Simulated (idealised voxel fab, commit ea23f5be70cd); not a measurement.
This section sets out a process module, namely voxel transistor to metal.
Shown is cross-section cut, with a width of 200 nm and square cells of size 5 nm.
Each cross-section below is a grid of square cells, stated as bands in top-down order, with one or more rows of cells making up each band. The entry gives the band's vertical extent as a top height and a bottom height in nm, then its horizontal make-up as materials from left to right, each with a width in nm. "blank" stands for empty space; a single material marked "all across" fills the band edge to edge. Ref level 0: as-received wafer is one material below here. Bottom band extends down with no lower bound ("0 down"). Per-row width for "30..40": begins at first number (top row of band), ends at second number (bottom row), increment between rows held constant. It should be understood that the words "changes: none", when stated for a given step, signify that the cross-section underwent no change in any of its cells during that step. The entry "Listed closed voids" lists the empty spaces that cover at least 8 cells and have no open path to the top. Each is written as width x height at distance, where the distance is measured from the left edge and all three values are in nm. On each step's line, the part that comes after the settings is the simulator's own comment on the step. overlay nm: where the mask lay relative to plan, measured to the right, on steps with a mask; negatives go left.
-- So here's the lineup of process steps we planned
step 1: RECEIVE: material Si
step 2: CONFORMAL_DEP: material SiO2, thk nm 5
step 3: CONFORMAL_DEP: material SiN, thk nm 15
step 4: MASKED_ETCH: tone cover, mask id ACTIVE, width nm 110, etch materials SiN, depth nm 15, overlay nm 0
step 5: MASKED_ETCH: tone cover, mask id ACTIVE, width nm 110, etch materials SiO2, depth nm 5, overlay nm 0
step 6: MASKED_ETCH: tone cover, mask id ACTIVE, width nm 110, etch materials Si, depth nm 30, overlay nm 0
step 7: FILL_DEP: material SiO2, thk nm 15
step 8: CMP: height nm 20
step 9: SELECTIVE_ETCH: etch materials SiO2, depth nm 5
step 10: STRIP: etch materials SiN
step 11: SELECTIVE_ETCH: etch materials SiO2, depth nm 5
step 12: OXIDIZE: depth nm 5
step 13: DIRECTIONAL_DEP: material polySi, thk nm 20
step 14: DIRECTIONAL_DEP: material SiCN, thk nm 10
step 15: PATTERN: tone cover, mask id GATE, material resist, width nm 20, thk nm 20, overlay nm 0
step 16: DIRECTIONAL_ETCH: etch materials SiCN, depth nm 20
step 17: DIRECTIONAL_ETCH: etch materials polySi, depth nm 30
step 18: STRIP: etch materials resist
step 19: CONFORMAL_DEP: material SiN, thk nm 5
step 20: DIRECTIONAL_ETCH: etch materials SiN, depth nm 5
step 21: DIRECTIONAL_ETCH: etch materials SiO2, depth nm 5
step 22: DIRECTIONAL_ETCH: etch materials Si, depth nm 10
step 23: EPI: material SiGe, thk nm 10
step 24: FILL_DEP: material SiO2, thk nm 10
step 25: CMP: height nm 30
step 26: DIRECTIONAL_DEP: material SiO2, thk nm 10
step 27: MASKED_ETCH: tone open, mask id CONTACT, width nm 15, pitch nm 75, etch materials SiO2, depth nm 45, overlay nm 0
step 28: CONFORMAL_DEP: material TiN, thk nm 5
step 29: FILL_DEP: material W, thk nm 10
step 30: CMP: height nm 40
step 31: CONFORMAL_DEP: material SiCN, thk nm 5
step 32: DIRECTIONAL_DEP: material lowk, thk nm 20
step 33: MASKED_ETCH: tone open, mask id METAL_1, width nm 15, pitch nm 75, etch materials lowk, depth nm 20, overlay nm 0
step 34: MASKED_ETCH: tone open, mask id METAL_1, width nm 15, pitch nm 75, etch materials SiCN, depth nm 5, overlay nm 0
step 35: CONFORMAL_DEP: material TiN, thk nm 5
step 36: FILL_DEP: material Cu, thk nm 5
step 37: CMP: height nm 65
step 38: EPI: material Ru, thk nm 5
step 39: FILL_DEP: material SiCN, thk nm 5
-- Received-state cross-section, reflecting completion of step 1
    0 down  Si all across
    Listed closed voids: none
-- End state of the module in cross-section, given the above starting point and plan and one mistake in execution
    75 to 70  SiCN all across
    70 to 65  50 of SiCN; 25 of Ru; 50 of SiCN; 25 of Ru; 50 of SiCN
    65 to 45  55 of lowk; 5 of TiN; 5 of Cu; 5 of TiN; 60 of lowk; 5 of TiN; 5 of Cu; 5 of TiN; 55 of lowk
    45 to 40  55 of SiCN; 15 of TiN; 60 of SiCN; 15 of TiN; 55 of SiCN
    40 to 30  55 of SiO2; 5 of TiN; 5 of W; 5 of TiN; 60 of SiO2; 5 of TiN; 5 of W; 5 of TiN; 55 of SiO2
    30 to 20  55 of SiO2; 5 of TiN; 5 of W; 5 of TiN; 15 of SiO2; 5 of SiN; 20 of SiCN; 5 of SiN; 15 of SiO2; 5 of TiN; 5 of W; 5 of TiN; 55 of SiO2
    20 to 10  55 of SiO2; 5 of TiN; 5 of W; 5 of TiN; 15 of SiO2; 5 of SiN; 20 of polySi; 5 of SiN; 15 of SiO2; 5 of TiN; 5 of W; 5 of TiN; 55 of SiO2
    10 to 5  40 of SiO2; 5 of SiN; 10 of SiO2; 5 of TiN; 5 of W; 5 of TiN; 15 of SiO2; 5 of SiN; 20 of polySi; 5 of SiN; 15 of SiO2; 5 of TiN; 5 of W; 5 of TiN; 10 of SiO2; 5 of SiN; 40 of SiO2
    5 to 0  40 of SiO2; 5 of SiN; 10 of SiO2; 5 of TiN; 5 of W; 5 of TiN; 5 of SiO2; 10 of SiGe; 5 of SiN; 20 of polySi; 5 of SiN; 10 of SiGe; 5 of SiO2; 5 of TiN; 5 of W; 5 of TiN; 10 of SiO2; 5 of SiN; 40 of SiO2
    0 to -5  55 of SiO2; 15 of TiN; 5 of SiO2; 10 of SiGe; 30 of SiO2; 10 of SiGe; 5 of SiO2; 15 of TiN; 55 of SiO2
    -5 to -15  45 of SiO2; 40 of SiGe; 30 of Si; 40 of SiGe; 45 of SiO2
    -15 to -60  45 of SiO2; 110 of Si; 45 of SiO2
    -60 down  Si all across
    Listed closed voids: none
Want to know what went wrong? the plan had its step 6 run twice
